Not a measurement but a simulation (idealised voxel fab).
This section sets out a process module, namely voxel ribs on slabs.
Section shown: cut. Width: 285 nm. Cell size: 5 nm, square.
We lay out every cross-section as a grid of square cells and spell it out in bands from the top down, where one band means one or more rows of cells.
Band entry format. Leading values: height of top, height of bottom, nm. Remainder: materials in left-to-right order, each with its width in nm. Special words: "everywhere" on a single material, which then fills the band edge to edge; "empty", empty space.
Height 0 is the level under which the wafer as received is all one material. The lowest band goes on downwards, as in "0 -> down".
A width such as "30 to 40" changes by the same amount from each row of cells to the next, from the band's top row to its bottom row.
When a step is marked "remained the same", none of the cells in the cross-section changed during that step.
Basically, "Unvented internal voids" tells you about the enclosed voids: empty spaces with no open way to the top, 8 cells or bigger, each written width x height at distance, where distance is from the left edge, all in nm.
It should be noted that, on the line of a given step, the content following the step's settings is a remark produced by the simulator itself with respect to that step.
The "overlay nm" setting may appear on a step's line; for a step that uses a mask, it gives how far to the right of its planned position the mask lay, and a negative value indicates the left.
Intended process steps:
| 1 | RECEIVE | material Si |
| 2 | DIRECTIONAL_DEP | material SiO2 | thk nm 20 |
| 3 | DIRECTIONAL_DEP | material SiN | thk nm 20 |
| 4 | DIRECTIONAL_DEP | material aC | thk nm 15 |
| 5 | PATTERN | tone cover | mask id RIB | material resist | width nm 20 | thk nm 30 | overlay nm 0 |
| 6 | DIRECTIONAL_ETCH | etch materials aC | depth nm 5 |
| 7 | STRIP | etch materials resist |
| 8 | DIRECTIONAL_ETCH | etch materials SiN | depth nm 5 |
| 9 | STRIP | etch materials aC |
| 10 | DIRECTIONAL_DEP | material aC | thk nm 15 |
| 11 | PATTERN | tone cover | mask id SLAB | material resist | width nm 70 | thk nm 30 | overlay nm 0 |
| 12 | DIRECTIONAL_ETCH | etch materials aC | depth nm 15 |
| 13 | STRIP | etch materials resist |
| 14 | DIRECTIONAL_ETCH | etch materials SiN | depth nm 15 |
| 15 | STRIP | etch materials aC |
| 16 | FILL_DEP | material SiO2 | thk nm 25 |
| 17 | CMP | height nm 55 |
| 18 | DIRECTIONAL_DEP | material W | thk nm 10 |
| 19 | PATTERN | tone cover | mask id HEATER | material resist | width nm 30 | thk nm 20 | overlay nm 0 |
| 20 | DIRECTIONAL_ETCH | etch materials W | depth nm 10 |
| 21 | STRIP | etch materials resist |
| 22 | CONFORMAL_DEP | material SiN | thk nm 10 |
Same starting wafers, different depth nm at step 6. Plan value belongs to the first wafer.
As-received cross-section, first of several wafers, post step 1:
  0 -> down | Si everywhere
  Unvented internal voids: none
Each wafer at the end: cells of each material gained (+) or lost (-) since it was received, then its closed voids:
depth nm 5, +221 SiN, +528 SiO2, +12 W, Unvented internal voids: none
depth nm 10, +221 SiN, +528 SiO2, +12 W, Unvented internal voids: none
depth nm 15, +168 SiN, +581 SiO2, +12 W, Unvented internal voids: none
depth nm 20, +168 SiN, +581 SiO2, +12 W, Unvented internal voids: none
depth nm 25, +168 SiN, +581 SiO2, +12 W, Unvented internal voids: none
depth nm 30, +168 SiN, +581 SiO2, +12 W, Unvented internal voids: none
